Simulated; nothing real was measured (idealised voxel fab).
process module | voxel ribs on slabs
cross-section cut | 150 nm wide | cells 5 nm
A cross-section is a grid of square cells, given in bands from the top down. A band is one or more rows of cells.
Each band's line starts with the height of the band's top and of its bottom, in nm. Then come its materials from left to right, each with its width in nm. One material with "throughout" fills the band from edge to edge. "air" is empty space.
Height 0 is the level under which the wafer as received is all one material. The lowest band goes on downwards, as in "0 down".
A width such as "30 to 40" changes by the same amount from each row of cells to the next, from the band's top row to its bottom row.
"no change" after a step means that no cell of the cross-section changed.
closed voids: empty space of 8 cells or more with no open way to the top, each as width x height at its distance from the left edge, in nm
after a step's settings: what the simulator itself notes on the step
overlay nm, on a step with a mask: how far to the right of its planned place the mask lay; to the left if negative
plan
1 op RECEIVE | material Si
2 op DIRECTIONAL_DEP | material SiO2 | thk nm 25
3 op DIRECTIONAL_DEP | material polySi | thk nm 15
4 op DIRECTIONAL_DEP | material aC | thk nm 10
5 op PATTERN | tone cover | mask id RIB | material resist | width nm 25 | thk nm 25 | overlay nm 0
6 op DIRECTIONAL_ETCH | etch materials aC | depth nm 10
7 op STRIP | etch materials resist
8 op DIRECTIONAL_ETCH | etch materials polySi | depth nm 10
9 op STRIP | etch materials aC
10 op PATTERN | tone cover | mask id SLAB | material resist | width nm 85 | thk nm 20 | overlay nm 0
11 op DIRECTIONAL_ETCH | etch materials polySi | depth nm 5
12 op STRIP | etch materials resist
13 op FILL_DEP | material SiO2 | thk nm 25
14 op CMP | height nm 60
15 op DIRECTIONAL_DEP | material W | thk nm 5
16 op DIRECTIONAL_DEP | material aC | thk nm 15
17 op PATTERN | tone cover | mask id HEATER | material resist | width nm 35 | thk nm 30 | overlay nm 0
18 op DIRECTIONAL_ETCH | etch materials aC | depth nm 15
19 op STRIP | etch materials resist
20 op DIRECTIONAL_ETCH | etch materials W | depth nm 5
21 op STRIP | etch materials aC
22 op CONFORMAL_DEP | material SiO2 | thk nm 5
first wafer, as planned
as received, after step 1
  0 down: Si throughout
  closed voids: none
after step 2
  25 to 0: SiO2 throughout
  below 0: unchanged
after step 3
  40 to 25: polySi throughout
  below 25: unchanged
after step 4
  50 to 40: aC throughout
  below 40: unchanged
after step 5
  75 to 50: air 60 | resist 25 | air 65
  below 50: unchanged
after step 6
  65 to 50: air 60 | resist 25 | air 65
  50 to 40: air 60 | aC 25 | air 65
  below 40: unchanged
after step 7
  50 to 40: air 60 | aC 25 | air 65
  below 40: unchanged
after step 8
  50 to 40: air 60 | aC 25 | air 65
  40 to 30: air 60 | polySi 25 | air 65
  below 30: unchanged
after step 9
  40 to 30: air 60 | polySi 25 | air 65
  below 30: unchanged
after step 10
  60 to 40: air 30 | resist 85 | air 35
  40 to 30: air 30 | resist 30 | polySi 25 | resist 30 | air 35
  below 30: unchanged
after step 11
  60 to 40: air 30 | resist 85 | air 35
  40 to 30: air 30 | resist 30 | polySi 25 | resist 30 | air 35
  30 to 25: air 30 | polySi 85 | air 35
  below 25: unchanged
after step 12
  40 to 30: air 60 | polySi 25 | air 65
  below 30: unchanged
after step 13
  65 to 40: SiO2 throughout
  40 to 30: SiO2 60 | polySi 25 | SiO2 65
  30 to 25: SiO2 30 | polySi 85 | SiO2 35
  below 25: unchanged
after step 14
  60 to 40: SiO2 throughout
  below 40: unchanged
after step 15
  65 to 60: W throughout
  below 60: unchanged
after step 16
  80 to 65: aC throughout
  below 65: unchanged
after step 17
  110 to 80: air 55 | resist 35 | air 60
  below 80: unchanged
after step 18
  95 to 80: air 55 | resist 35 | air 60
  80 to 65: air 55 | aC 35 | air 60
  below 65: unchanged
after step 19
  80 to 65: air 55 | aC 35 | air 60
  below 65: unchanged
after step 20
  80 to 65: air 55 | aC 35 | air 60
  65 to 60: air 55 | W 35 | air 60
  below 60: unchanged
after step 21
  65 to 60: air 55 | W 35 | air 60
  below 60: unchanged
after step 22
  70 to 65: air 50 | SiO2 45 | air 55
  65 to 60: SiO2 55 | W 35 | SiO2 60
  below 60: unchanged
second wafer: like start, like plan, one mistake. Through step 2 it matches the first wafer
when step 3 should have ended
  55 to 25: polySi throughout
  below 25: unchanged
when step 4 should have ended
  65 to 55: aC throughout
  below 55: unchanged
when step 5 should have ended
  90 to 65: air 60 | resist 25 | air 65
  below 65: unchanged
when step 6 should have ended
  80 to 65: air 60 | resist 25 | air 65
  65 to 55: air 60 | aC 25 | air 65
  below 55: unchanged
when step 7 should have ended
  65 to 55: air 60 | aC 25 | air 65
  below 55: unchanged
when step 8 should have ended
  65 to 55: air 60 | aC 25 | air 65
  55 to 45: air 60 | polySi 25 | air 65
  below 45: unchanged
when step 9 should have ended
  55 to 45: air 60 | polySi 25 | air 65
  below 45: unchanged
when step 10 should have ended
  75 to 55: air 30 | resist 85 | air 35
  55 to 45: air 30 | resist 30 | polySi 25 | resist 30 | air 35
  below 45: unchanged
when step 11 should have ended
  75 to 55: air 30 | resist 85 | air 35
  55 to 45: air 30 | resist 30 | polySi 25 | resist 30 | air 35
  45 to 40: air 30 | polySi 85 | air 35
  below 40: unchanged
when step 12 should have ended
  55 to 45: air 60 | polySi 25 | air 65
  below 45: unchanged
when step 13 should have ended
  80 to 55: SiO2 throughout
  55 to 45: SiO2 60 | polySi 25 | SiO2 65
  45 to 40: SiO2 30 | polySi 85 | SiO2 35
  below 40: unchanged
when step 14 should have ended
  60 to 55: SiO2 throughout
  below 55: unchanged
when step 15 should have ended
  65 to 60: W throughout
  below 60: unchanged
when step 16 should have ended
  80 to 65: aC throughout
  below 65: unchanged
when step 17 should have ended
  110 to 80: air 55 | resist 35 | air 60
  below 80: unchanged
when step 18 should have ended
  95 to 80: air 55 | resist 35 | air 60
  80 to 65: air 55 | aC 35 | air 60
  below 65: unchanged
when step 19 should have ended
  80 to 65: air 55 | aC 35 | air 60
  below 65: unchanged
when step 20 should have ended
  80 to 65: air 55 | aC 35 | air 60
  65 to 60: air 55 | W 35 | air 60
  below 60: unchanged
when step 21 should have ended
  65 to 60: air 55 | W 35 | air 60
  below 60: unchanged
when step 22 should have ended
  70 to 65: air 50 | SiO2 45 | air 55
  65 to 60: SiO2 55 | W 35 | SiO2 60
  below 60: unchanged
what went wrong: step 3 was run twice
at the end the second wafer has, in cells: 90 fewer of SiO2 | 90 more of polySi
